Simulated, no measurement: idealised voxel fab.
The process module that follows is named voxel self aligned vias.
FYI the section here is cut, 215 nm wide, cells are 5 nm squares.
In this document a cross-section is written as a grid of square cells. It is given as a series of bands, listed from the top down, and a band is one or more rows of cells.
Read a band's entry like this: the first values are the height of its top and the height of its bottom in nm, and what follows is the sequence of materials from left to right, each with its width in nm. Note that "empty" is empty space, and that a single material marked "all across" reaches across the band from edge to edge.
Heights are reckoned from 0. Under this level, the received wafer is all of one material. The bottommost band is open-ended downward, for example "0 down".
Top row gets the first number, bottom row gets the second, and each row in between changes by the same step: that is how a band width like "30->40" works.
You'll sometimes find "no alterations made" written for a step, and that's the way of saying that nowhere in the cross-section did a cell change during that step.
"Voids, enclosed" means: voids of 8 cells or more that are shut off from the top with no open way through. Written width x height at distance, distance from the left edge, in nm.
That trailing text on a step's line, after the settings, is the simulator's own remark on the step.
What "overlay nm" on a step's line means: if the step has a mask, that mask lay this far to the right of its planned place, or, when the value is negative, to the left.
**plan**
1 RECEIVE,material Si
2 CONFORMAL_DEP,material SiO2,thk nm 10
3 CONFORMAL_DEP,material SiCN,thk nm 5
4 DIRECTIONAL_DEP,material lowk,thk nm 25
5 PATTERN,tone open,mask id LINES,material resist,width nm 25,pitch nm 55,thk nm 20,overlay nm 0
6 DIRECTIONAL_ETCH,etch materials lowk,depth nm 25
7 STRIP,etch materials resist
8 CONFORMAL_DEP,material TiN,thk nm 5
9 FILL_DEP,material W,thk nm 10
10 CMP,height nm 35
11 SELECTIVE_ETCH,etch materials W Ru TiN,depth nm 5
12 FILL_DEP,material SiN,thk nm 5
13 CMP,height nm 40
14 DIRECTIONAL_DEP,material lowk,thk nm 20
15 MASKED_ETCH,tone open,mask id VIAS,width nm 35,pitch nm 110,etch materials lowk,depth nm 20,overlay nm 0
16 MASKED_ETCH,tone open,mask id VIAS,width nm 35,pitch nm 110,etch materials SiN,depth nm 5,overlay nm 0
17 CONFORMAL_DEP,material TiN,thk nm 5
18 FILL_DEP,material W,thk nm 10
19 CMP,height nm 60
20 CONFORMAL_DEP,material SiN,thk nm 5
What sets these wafers apart? The height nm at step 10. They all start alike, and the plan carries the first wafer's value.
**After step 1, as received: first of several wafers, cross-section**
    0 down | Si all across
    Voids, enclosed: none
**Every row in this table is a wafer at the end of the module, and it gives, for each of the materials, the cells that wafer has gained (+) or lost (-) since it was received, then its closed voids**
height nm 35; +43 SiCN; +87 SiN; +86 SiO2; +57 TiN; +58 W; +228 lowk; Voids, enclosed: none
height nm 40; +43 SiCN; +48 SiN; +86 SiO2; +63 TiN; +63 W; +256 lowk; Voids, enclosed: none
height nm 45; +43 SiCN; +43 SiN; +86 SiO2; +65 TiN; +66 W; +256 lowk; Voids, enclosed: none
height nm 50; +43 SiCN; +43 SiN; +86 SiO2; +65 TiN; +66 W; +256 lowk; Voids, enclosed: none
height nm 55; +43 SiCN; +43 SiN; +86 SiO2; +65 TiN; +66 W; +256 lowk; Voids, enclosed: none
